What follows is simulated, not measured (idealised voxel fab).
Documented hereafter: the process module known as voxel fin reveal.
Section cut is 285 nm wide and gridded with 5 nm square cells.
If you're reading a cross-section in this doc, picture square cells in a grid; it comes to you as bands, top ones listed first down to the bottom, and a band can be one or more rows of cells. Per band: top height and bottom height in nm, followed by the left-to-right materials and their widths in nm; "full width" marks a single material spanning edge to edge, "air" marks empty space. Zero point of the height axis is 0; under it, received wafer = one material. Lowest band: continues down indefinitely, "0 down". The notation "30..40" denotes a width that varies across the rows of cells in the band, beginning at the first number in the top row, finishing at the second number in the bottom row, and changing by an identical amount from each row to the next. "remained unchanged", as given for a step, is the statement that not any cell of the cross-section underwent a change during that step. Heads up: "Sealed cavities" only lists the empty pockets with no open path to the top that are 8 cells or more, and it writes them as width x height at distance, distance from the left edge, in nm. Note: text after step settings on the step line = simulator remark on that step. The line of a step may include "overlay nm". On a step with a mask, this value is how far to the right of its planned place the mask lay. A negative value means the mask lay to the left.

The planned process steps are enumerated hereunder:
| 1 | RECEIVE [material Si] |
| 2 | CONFORMAL_DEP [material SiN] [thk nm 10] |
| 3 | MASKED_ETCH [tone cover] [mask id FINS] [width nm 15] [pitch nm 35] [etch materials SiN] [depth nm 10] [overlay nm 0] |
| 4 | MASKED_ETCH [tone cover] [mask id FINS] [width nm 15] [pitch nm 35] [etch materials Si] [depth nm 30] [overlay nm 0] |
| 5 | OXIDIZE [depth nm 5] |
| 6 | FILL_DEP [material SiO2] [thk nm 15] |
| 7 | CMP [height nm 10] |
| 8 | SELECTIVE_ETCH [etch materials SiO2] [depth nm 30] |
| 9 | STRIP [etch materials SiN] |

Wafer cross-section on receipt, i.e. after step 1:
	0 down: Si full width
	Sealed cavities: none

Module complete - cross-section of the first of two wafers, run according to plan:
	0 to -20: air 120 nm | Si 5 nm | air 30 nm | Si 5 nm | air 125 nm
	-20 to -35: SiO2 120 nm | Si 5 nm | SiO2 30 nm | Si 5 nm | SiO2 125 nm
	-35 down: Si full width
	Sealed cavities: none

Module end: cross-section of wafer two of two. Same start and process plan as the first wafer. One mistake during execution:
	0 to -20: air 120 nm | Si 5 nm | air 30 nm | Si 5 nm | air 125 nm
	-20 to -65: SiO2 120 nm | Si 5 nm | SiO2 30 nm | Si 5 nm | SiO2 125 nm
	-65 down: Si full width
	Sealed cavities: none
what went wrong: step 4, plan: ran twice
End check, counted in cells, second wafer has more or fewer of these materials than the first: Si -330; SiO2 +330
